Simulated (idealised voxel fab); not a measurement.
process module | voxel ribs on slabs
cross-section cut | 260 nm wide | cells 5 nm
A cross-section is a grid of square cells, given in bands from the top down. A band is one or more rows of cells.
Each band's line starts with the height of the band's top and of its bottom, in nm. Then come its materials from left to right, each with its width in nm. One material with "throughout" fills the band from edge to edge. "air" is empty space.
Height 0 is the level under which the wafer as received is all one material. The lowest band goes on downwards, as in "0 down".
A width such as "30 to 40" changes by the same amount from each row of cells to the next, from the band's top row to its bottom row.
"no change" after a step means that no cell of the cross-section changed.
closed voids: empty space of 8 cells or more with no open way to the top, each as width x height at its distance from the left edge, in nm
after a step's settings: what the simulator itself notes on the step
overlay nm, on a step with a mask: how far to the right of its planned place the mask lay; to the left if negative
plan
1 op RECEIVE | material Si
2 op DIRECTIONAL_DEP | material SiO2 | thk nm 30
3 op DIRECTIONAL_DEP | material SiN | thk nm 15
4 op PATTERN | tone cover | mask id RIB | material resist | width nm 20 | thk nm 15 | overlay nm 0
5 op DIRECTIONAL_ETCH | etch materials SiN | depth nm 10
6 op STRIP | etch materials resist
7 op PATTERN | tone cover | mask id SLAB | material resist | width nm 50 | thk nm 20 | overlay nm 0
8 op DIRECTIONAL_ETCH | etch materials SiN | depth nm 5
9 op STRIP | etch materials resist
10 op FILL_DEP | material SiO2 | thk nm 20
11 op CMP | height nm 60
12 op DIRECTIONAL_DEP | material W | thk nm 5
13 op PATTERN | tone cover | mask id HEATER | material resist | width nm 30 | thk nm 20 | overlay nm 0
14 op DIRECTIONAL_ETCH | etch materials W | depth nm 5
15 op STRIP | etch materials resist
16 op CONFORMAL_DEP | material SiN | thk nm 10
as received, after step 1
  0 down: Si throughout
  closed voids: none
first wafer at the end, as planned
  75 to 70: air 105 | SiN 50 | air 105
  70 to 65: SiN throughout
  65 to 60: SiN 115 | W 30 | SiN 115
  60 to 45: SiO2 throughout
  45 to 35: SiO2 120 | SiN 20 | SiO2 120
  35 to 30: SiO2 105 | SiN 50 | SiO2 105
  30 to 0: SiO2 throughout
  0 down: Si throughout
  closed voids: none
second wafer at the end: like start, like plan, one mistake
  10 to 0: SiN throughout
  0 down: Si throughout
  closed voids: none
what went wrong: step 15 ran as: op STRIP | etch materials SiO2
at the end the second wafer has, in cells: 22 fewer of SiN | 606 fewer of SiO2 | 6 fewer of W
